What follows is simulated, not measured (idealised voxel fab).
process module | voxel air gaps
cross-section cut | 215 nm wide | cells 5 nm
A cross-section is a grid of square cells, given in bands from the top down. A band is one or more rows of cells.
Each band's line starts with the height of the band's top and of its bottom, in nm. Then come its materials from left to right, each with its width in nm. One material with "throughout" fills the band from edge to edge. "air" is empty space.
Height 0 is the level under which the wafer as received is all one material. The lowest band goes on downwards, as in "0 down".
A width such as "30 to 40" changes by the same amount from each row of cells to the next, from the band's top row to its bottom row.
"no change" after a step means that no cell of the cross-section changed.
closed voids: empty space of 8 cells or more with no open way to the top, each as width x height at its distance from the left edge, in nm
after a step's settings: what the simulator itself notes on the step
overlay nm, on a step with a mask: how far to the right of its planned place the mask lay; to the left if negative
plan
1 op RECEIVE | material Si
2 op CONFORMAL_DEP | material SiO2 | thk nm 10
3 op CONFORMAL_DEP | material SiN | thk nm 5
4 op DIRECTIONAL_DEP | material SiO2 | thk nm 40
5 op DIRECTIONAL_DEP | material aC | thk nm 10
6 op PATTERN | tone open | mask id LINES | material resist | width nm 20 | pitch nm 45 | thk nm 25 | overlay nm 0
7 op DIRECTIONAL_ETCH | etch materials aC | depth nm 10
8 op STRIP | etch materials resist
9 op DIRECTIONAL_ETCH | etch materials SiO2 | depth nm 40
10 op STRIP | etch materials aC
11 op CONFORMAL_DEP | material TiN | thk nm 5
12 op FILL_DEP | material Ru | thk nm 5
13 op CMP | height nm 55
14 op EPI | material Ru | thk nm 10
15 op SELECTIVE_ETCH | etch materials SiO2 | depth nm 50
16 op CONFORMAL_DEP | material SiN | thk nm 5
as received, after step 1
  0 down: Si throughout
  closed voids: none
a wafer at the end: this start, this plan, one mistake
  70 to 65: air 15 | SiN 185 | air 15
  65 to 55: air 15 | SiN 5 | Ru 40 | SiN 5 | Ru 40 | SiN 5 | Ru 40 | SiN 5 | Ru 40 | SiN 5 | air 15
  55 to 50: air 15 | SiN 15 | TiN 5 | Ru 10 | TiN 5 | SiN 25 | TiN 5 | Ru 10 | TiN 5 | SiN 25 | TiN 5 | Ru 10 | TiN 5 | SiN 25 | TiN 5 | Ru 10 | TiN 5 | SiN 15 | air 15
  50 to 30: air 25 | SiN 5 | TiN 5 | Ru 10 | TiN 5 | SiN 5 | air 15 | SiN 5 | TiN 5 | Ru 10 | TiN 5 | SiN 5 | air 15 | SiN 5 | TiN 5 | Ru 10 | TiN 5 | SiN 5 | air 15 | SiN 5 | TiN 5 | Ru 10 | TiN 5 | SiN 5 | air 25
  30 to 25: SiN 30 | TiN 20 | SiN 25 | TiN 20 | SiN 25 | TiN 20 | SiN 25 | TiN 20 | SiN 30
  25 to 10: SiN throughout
  10 to 0: SiO2 throughout
  0 down: Si throughout
  closed voids: 15 x 20 at 55; 15 x 20 at 100; 15 x 20 at 145
what went wrong: step 3 ran as: op CONFORMAL_DEP | material SiN | thk nm 15
